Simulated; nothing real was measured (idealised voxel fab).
process module | voxel transistor to metal
cross-section cut | 215 nm wide | cells 5 nm
A cross-section is a grid of square cells, given in bands from the top down. A band is one or more rows of cells.
Each band's line starts with the height of the band's top and of its bottom, in nm. Then come its materials from left to right, each with its width in nm. One material with "throughout" fills the band from edge to edge. "air" is empty space.
Height 0 is the level under which the wafer as received is all one material. The lowest band goes on downwards, as in "0 down".
A width such as "30 to 40" changes by the same amount from each row of cells to the next, from the band's top row to its bottom row.
"no change" after a step means that no cell of the cross-section changed.
closed voids: empty space of 8 cells or more with no open way to the top, each as width x height at its distance from the left edge, in nm
after a step's settings: what the simulator itself notes on the step
overlay nm, on a step with a mask: how far to the right of its planned place the mask lay; to the left if negative
plan
1 op RECEIVE | material Si
2 op CONFORMAL_DEP | material SiO2 | thk nm 5
3 op CONFORMAL_DEP | material SiN | thk nm 10
4 op DIRECTIONAL_DEP | material aC | thk nm 15
5 op PATTERN | tone cover | mask id ACTIVE | material resist | width nm 115 | thk nm 30 | overlay nm 0
6 op DIRECTIONAL_ETCH | etch materials aC | depth nm 15
7 op STRIP | etch materials resist
8 op DIRECTIONAL_ETCH | etch materials SiN | depth nm 10
9 op DIRECTIONAL_ETCH | etch materials SiO2 | depth nm 5
10 op DIRECTIONAL_ETCH | etch materials Si | depth nm 30
11 op STRIP | etch materials aC
12 op FILL_DEP | material SiO2 | thk nm 10
13 op CMP | height nm 15
14 op SELECTIVE_ETCH | etch materials SiO2 | depth nm 5
15 op STRIP | etch materials SiN
16 op SELECTIVE_ETCH | etch materials SiO2 | depth nm 5
17 op OXIDIZE | depth nm 5
18 op DIRECTIONAL_DEP | material polySi | thk nm 30
19 op DIRECTIONAL_DEP | material SiCN | thk nm 15
20 op MASKED_ETCH | tone cover | mask id GATE | width nm 35 | etch materials SiCN | depth nm 25 | overlay nm 0
21 op MASKED_ETCH | tone cover | mask id GATE | width nm 35 | etch materials polySi | depth nm 40 | overlay nm 0
22 op CONFORMAL_DEP | material SiO2 | thk nm 5
23 op DIRECTIONAL_ETCH | etch materials SiO2 | depth nm 5
24 op CONFORMAL_DEP | material SiN | thk nm 5
25 op DIRECTIONAL_ETCH | etch materials SiN | depth nm 5
26 op DIRECTIONAL_ETCH | etch materials SiO2 | depth nm 5
27 op DIRECTIONAL_ETCH | etch materials Si | depth nm 15
28 op EPI | material pSi | thk nm 20
29 op FILL_DEP | material SiO2 | thk nm 5
30 op CMP | height nm 30
31 op STRIP | etch materials polySi
32 op SELECTIVE_ETCH | etch materials SiO2 | depth nm 5
33 op CONFORMAL_DEP | material HfO2 | thk nm 5
34 op CONFORMAL_DEP | material TiN | thk nm 5
35 op FILL_DEP | material W | thk nm 5
36 op CMP | height nm 25
37 op DIRECTIONAL_DEP | material SiO2 | thk nm 10
38 op MASKED_ETCH | tone open | mask id CONTACT | width nm 20 | pitch nm 85 | etch materials SiO2 | depth nm 20 | overlay nm -15
39 op CONFORMAL_DEP | material TiN | thk nm 5
40 op FILL_DEP | material W | thk nm 5
41 op CMP | height nm 35
42 op DIRECTIONAL_DEP | material TiN | thk nm 5
43 op DIRECTIONAL_DEP | material W | thk nm 15
44 op MASKED_ETCH | tone cover | mask id METAL_1 | width nm 20 | pitch nm 85 | etch materials W | depth nm 15 | overlay nm 0
45 op MASKED_ETCH | tone cover | mask id METAL_1 | width nm 20 | pitch nm 85 | etch materials TiN | depth nm 5 | overlay nm 0
46 op FILL_DEP | material SiO2 | thk nm 5
47 op CMP | height nm 55
48 op CONFORMAL_DEP | material SiN | thk nm 5
varied across the wafers: overlay nm of step 38. The plan shows the first wafer's value. All wafers start alike
first wafer as received, after step 1
  0 down: Si throughout
  closed voids: none
first wafer at the end, after step 48
  60 to 55: SiN throughout
  55 to 40: SiO2 55 | W 20 | SiO2 65 | W 20 | SiO2 55
  40 to 35: SiO2 55 | TiN 20 | SiO2 65 | TiN 20 | SiO2 55
  35 to 30: SiO2 40 | TiN 5 | W 10 | TiN 5 | SiO2 65 | TiN 5 | W 10 | TiN 5 | SiO2 70
  30 to 25: SiO2 40 | TiN 5 | W 10 | TiN 5 | SiO2 65 | TiN 20 | SiO2 70
  25 to 20: SiO2 40 | TiN 5 | W 10 | TiN 5 | SiO2 20 | SiN 5 | HfO2 5 | TiN 5 | W 25 | TiN 5 | HfO2 5 | SiN 5 | TiN 10 | SiO2 70
  20 to 15: SiO2 40 | TiN 20 | SiO2 20 | SiN 5 | HfO2 5 | TiN 5 | W 25 | TiN 5 | HfO2 5 | SiN 5 | TiN 10 | SiO2 70
  15 to 5: SiO2 45 | pSi 35 | SiN 5 | HfO2 5 | TiN 5 | W 25 | TiN 5 | HfO2 5 | SiN 5 | pSi 35 | SiO2 45
  5 to 0: SiO2 45 | pSi 5 | SiN 5 | pSi 25 | SiN 5 | HfO2 5 | TiN 35 | HfO2 5 | SiN 5 | pSi 25 | SiN 5 | pSi 5 | SiO2 45
  0 to -5: SiO2 55 | pSi 25 | SiO2 5 | HfO2 45 | SiO2 5 | pSi 25 | SiO2 55
  -5 to -20: SiO2 50 | Si 5 | pSi 25 | Si 55 | pSi 25 | Si 5 | SiO2 50
  -20 to -30: SiO2 50 | Si 115 | SiO2 50
  -30 down: Si throughout
  closed voids: none
last wafer at the end
  60 to 55: SiN throughout
  55 to 40: SiO2 55 | W 20 | SiO2 65 | W 20 | SiO2 55
  40 to 35: SiO2 55 | TiN 20 | SiO2 65 | TiN 20 | SiO2 55
  35 to 30: SiO2 70 | TiN 5 | W 10 | TiN 5 | SiO2 65 | TiN 5 | W 10 | TiN 5 | SiO2 40
  30 to 25: SiO2 70 | TiN 20 | SiO2 65 | TiN 5 | W 10 | TiN 5 | SiO2 40
  25 to 20: SiO2 70 | TiN 10 | SiN 5 | HfO2 5 | TiN 5 | W 25 | TiN 5 | HfO2 5 | SiN 5 | SiO2 20 | TiN 5 | W 10 | TiN 5 | SiO2 40
  20 to 15: SiO2 70 | TiN 10 | SiN 5 | HfO2 5 | TiN 5 | W 25 | TiN 5 | HfO2 5 | SiN 5 | SiO2 20 | TiN 20 | SiO2 40
  15 to 5: SiO2 45 | pSi 35 | SiN 5 | HfO2 5 | TiN 5 | W 25 | TiN 5 | HfO2 5 | SiN 5 | pSi 35 | SiO2 45
  5 to 0: SiO2 45 | pSi 5 | SiN 5 | pSi 25 | SiN 5 | HfO2 5 | TiN 35 | HfO2 5 | SiN 5 | pSi 25 | SiN 5 | pSi 5 | SiO2 45
  0 to -5: SiO2 55 | pSi 25 | SiO2 5 | HfO2 45 | SiO2 5 | pSi 25 | SiO2 55
  -5 to -20: SiO2 50 | Si 5 | pSi 25 | Si 55 | pSi 25 | Si 5 | SiO2 50
  -20 to -30: SiO2 50 | Si 115 | SiO2 50
  -30 down: Si throughout
  closed voids: none
each wafer at the end: cells of each material gained (+) or lost (-) since it was received, then its closed voids
overlay nm -15 | +19 HfO2 | -173 Si | +55 SiN | +440 SiO2 | +43 TiN | +52 W | +80 pSi | closed voids: none
overlay nm -10 | +19 HfO2 | -173 Si | +55 SiN | +438 SiO2 | +43 TiN | +54 W | +80 pSi | closed voids: none
overlay nm -5 | +19 HfO2 | -173 Si | +55 SiN | +436 SiO2 | +43 TiN | +56 W | +80 pSi | closed voids: none
overlay nm 0 | +19 HfO2 | -173 Si | +55 SiN | +436 SiO2 | +43 TiN | +56 W | +80 pSi | closed voids: none
overlay nm 5 | +19 HfO2 | -173 Si | +55 SiN | +436 SiO2 | +43 TiN | +56 W | +80 pSi | closed voids: none
overlay nm 10 | +19 HfO2 | -173 Si | +55 SiN | +438 SiO2 | +43 TiN | +54 W | +80 pSi | closed voids: none
overlay nm 15 | +19 HfO2 | -173 Si | +55 SiN | +440 SiO2 | +43 TiN | +52 W | +80 pSi | closed voids: none
